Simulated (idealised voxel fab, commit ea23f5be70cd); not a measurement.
process module | voxel self aligned vias
cross-section cut | 220 nm wide | cells 5 nm
A cross-section is a grid of square cells, given in bands from the top down. A band is one or more rows of cells.
Each band's line starts with the height of the band's top and of its bottom, in nm. Then come its materials from left to right, each with its width in nm. One material with "throughout" fills the band from edge to edge. "air" is empty space.
Height 0 is the level under which the wafer as received is all one material. The lowest band goes on downwards, as in "0 down".
A width such as "30 to 40" changes by the same amount from each row of cells to the next, from the band's top row to its bottom row.
"no change" after a step means that no cell of the cross-section changed.
closed voids: empty space of 8 cells or more with no open way to the top, each as width x height at its distance from the left edge, in nm
after a step's settings: what the simulator itself notes on the step
overlay nm, on a step with a mask: how far to the right of its planned place the mask lay; to the left if negative
plan
1 op RECEIVE | material Si
2 op CONFORMAL_DEP | material SiO2 | thk nm 15
3 op CONFORMAL_DEP | material SiCN | thk nm 5
4 op DIRECTIONAL_DEP | material SiO2 | thk nm 25
5 op DIRECTIONAL_DEP | material aC | thk nm 5
6 op PATTERN | tone open | mask id LINES | material resist | width nm 30 | pitch nm 70 | thk nm 25 | overlay nm 0
7 op DIRECTIONAL_ETCH | etch materials aC | depth nm 10
8 op STRIP | etch materials resist
9 op DIRECTIONAL_ETCH | etch materials SiO2 | depth nm 25
10 op STRIP | etch materials aC
11 op CONFORMAL_DEP | material TiN | thk nm 5
12 op FILL_DEP | material Ru | thk nm 10
13 op CMP | height nm 45
14 op SELECTIVE_ETCH | etch materials W Ru TiN | depth nm 10
15 op FILL_DEP | material SiN | thk nm 10
16 op CMP | height nm 45
17 op DIRECTIONAL_DEP | material SiO2 | thk nm 15
18 op MASKED_ETCH | tone open | mask id VIAS | width nm 50 | pitch nm 70 | etch materials SiO2 | depth nm 15 | overlay nm 0
19 op MASKED_ETCH | tone open | mask id VIAS | width nm 50 | pitch nm 70 | etch materials SiN | depth nm 10 | overlay nm 0
20 op CONFORMAL_DEP | material TiN | thk nm 5
21 op FILL_DEP | material Cu | thk nm 5
22 op CMP | height nm 60
23 op CONFORMAL_DEP | material SiCN | thk nm 5
varied across the wafers: thk nm of step 5. The plan shows the first wafer's value. All wafers start alike
first wafer as received, after step 1
  0 down: Si throughout
  closed voids: none
first wafer at the end, after step 23
  65 to 60: SiCN throughout
  60 to 50: SiO2 50 | TiN 5 | Cu 40 | TiN 5 | SiO2 20 | TiN 5 | Cu 40 | TiN 5 | SiO2 50
  50 to 40: SiO2 50 to 60 | TiN 15 to 5 | Cu 20 | TiN 15 to 5 | SiO2 20 to 40 | TiN 15 to 5 | Cu 20 | TiN 15 to 5 | SiO2 50 to 60
  40 to 35: SiO2 60 | TiN 30 | SiO2 40 | TiN 30 | SiO2 60
  35 to 25: SiO2 60 | TiN 5 | Ru 20 | TiN 5 | SiO2 40 | TiN 5 | Ru 20 | TiN 5 | SiO2 60
  25 to 20: SiO2 60 | TiN 30 | SiO2 40 | TiN 30 | SiO2 60
  20 to 15: SiCN throughout
  15 to 0: SiO2 throughout
  0 down: Si throughout
  closed voids: none
last wafer at the end
  65 to 60: SiCN throughout
  60 to 50: SiO2 50 | TiN 5 | Cu 40 | TiN 5 | SiO2 20 | TiN 5 | Cu 40 | TiN 5 | SiO2 50
  50 to 45: SiO2 50 | TiN 50 | SiO2 20 | TiN 50 | SiO2 50
  45 to 20: SiO2 throughout
  20 to 15: SiCN throughout
  15 to 0: SiO2 throughout
  0 down: Si throughout
  closed voids: none
each wafer at the end: cells of each material gained (+) or lost (-) since it was received, then its closed voids
thk nm 5 | +48 Cu | +16 Ru | +88 SiCN | +364 SiO2 | +56 TiN | closed voids: none
thk nm 10 | +48 Cu | +16 Ru | +88 SiCN | +364 SiO2 | +56 TiN | closed voids: none
thk nm 15 | +32 Cu | +88 SiCN | +424 SiO2 | +28 TiN | closed voids: none
thk nm 20 | +32 Cu | +88 SiCN | +424 SiO2 | +28 TiN | closed voids: none
thk nm 25 | +32 Cu | +88 SiCN | +424 SiO2 | +28 TiN | closed voids: none
